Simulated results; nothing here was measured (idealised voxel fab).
This is a process module. Its name is voxel wiring stack.
Pictured: cross-section cut, 190 nm wide, on a grid of 5 nm square cells.
Cross-sections here: square-cell grids, written as top-down lists of bands, a band being one or more rows of cells.
Within each band entry, the heights of the top and of the bottom of the band appear first, in that order and in nm; the materials of the band then follow from left to right, each with its corresponding width in nm. The designation "full width" on a single material indicates that it fills the band from edge to edge; the designation "blank" indicates empty space.
Zero point of the height axis is 0; under it, received wafer = one material. Lowest band: continues down indefinitely, "0 down".
It should be noted that a width expressed as "30->40" varies in equal increments from row to row of cells within the band, taking the value of the first number at the top row and that of the second number at the bottom row.
"no change" -> step changed no cross-section cell.
"Completely enclosed voids" lists enclosed empty spaces (at least 8 cells, no open path upward to the top), each as width x height at distance from the left edge, in nm.
That trailing text on a step's line, after the settings, is the simulator's own remark on the step.
On any step carrying a mask, the "overlay nm" setting, if present on the step's line, tells how far right of its planned place the mask lay; negative values point to the left.
PLANNED STEP LIST FOR THE PROCESS
1: RECEIVE: material Si
2: CONFORMAL_DEP: material SiO2, thk nm 10
3: CONFORMAL_DEP: material SiCN, thk nm 5
4: DIRECTIONAL_DEP: material lowk, thk nm 25
5: DIRECTIONAL_DEP: material aC, thk nm 15
6: PATTERN: tone open, mask id METAL_1, material resist, width nm 20, pitch nm 40, thk nm 35, overlay nm 0
7: DIRECTIONAL_ETCH: etch materials aC, depth nm 15
8: STRIP: etch materials resist
9: DIRECTIONAL_ETCH: etch materials lowk, depth nm 25
10: DIRECTIONAL_ETCH: etch materials SiCN, depth nm 5
11: STRIP: etch materials aC
12: CONFORMAL_DEP: material TiN, thk nm 5
13: FILL_DEP: material Ru, thk nm 5
14: CMP: height nm 40
15: CONFORMAL_DEP: material SiCN, thk nm 5
16: DIRECTIONAL_DEP: material lowk, thk nm 15
17: DIRECTIONAL_DEP: material aC, thk nm 15
18: PATTERN: tone open, mask id PLUG_1, material resist, width nm 15, pitch nm 40, thk nm 35, overlay nm 0
19: DIRECTIONAL_ETCH: etch materials aC, depth nm 15
20: STRIP: etch materials resist
21: DIRECTIONAL_ETCH: etch materials lowk, depth nm 15
22: DIRECTIONAL_ETCH: etch materials SiCN, depth nm 5
23: STRIP: etch materials aC
24: EPI: material Ru, thk nm 10
25: EPI: material Ru, thk nm 10
26: CONFORMAL_DEP: material SiN, thk nm 5
27: DIRECTIONAL_DEP: material SiO2, thk nm 15
28: MASKED_ETCH: tone open, mask id METAL_2, width nm 20, pitch nm 40, etch materials SiO2, depth nm 15, overlay nm 0
29: MASKED_ETCH: tone open, mask id METAL_2, width nm 20, pitch nm 40, etch materials SiN, depth nm 5, overlay nm 0
30: CONFORMAL_DEP: material TiN, thk nm 5
31: FILL_DEP: material W, thk nm 10
32: CMP: height nm 80
33: CONFORMAL_DEP: material SiN, thk nm 5
WAFER AS RECEIVED: CROSS-SECTION FOLLOWING STEP 1
	0 down  Si full width
	Completely enclosed voids: none
END-OF-MODULE CROSS-SECTION. STARTING STRUCTURE AND PROCESS PLAN AS ABOVE; ONE MISTAKE MADE IN RUNNING IT
	85 to 80  SiN full width
	80 to 65  SiO2=25; TiN=5; W=10; TiN=5; SiO2=20; TiN=5; W=10; TiN=5; SiO2=20; TiN=5; W=10; TiN=5; SiO2=20; TiN=5; W=10; TiN=5; SiO2=25
	65 to 60  SiN=25; TiN=20; SiN=20; TiN=20; SiN=20; TiN=20; SiN=20; TiN=20; SiN=25
	60 to 45  lowk=25; Ru=15; lowk=25; Ru=15; lowk=25; Ru=15; lowk=25; Ru=15; lowk=30
	45 to 40  SiCN=25; Ru=15; SiCN=25; Ru=15; SiCN=25; Ru=15; SiCN=25; Ru=15; SiCN=30
	40 to 15  lowk=15; TiN=5; Ru=10; TiN=5; lowk=20; TiN=5; Ru=10; TiN=5; lowk=20; TiN=5; Ru=10; TiN=5; lowk=20; TiN=5; Ru=10; TiN=5; lowk=35
	15 to 10  SiCN=15; TiN=20; SiCN=20; TiN=20; SiCN=20; TiN=20; SiCN=20; TiN=20; SiCN=35
	10 to 0  SiO2 full width
	0 down  Si full width
	Completely enclosed voids: none
Misprocessing identified: step 6 ran differently from the plan; actual operation with settings: PATTERN: tone open, mask id METAL_1, material resist, width nm 20, pitch nm 40, thk nm 35, overlay nm -10
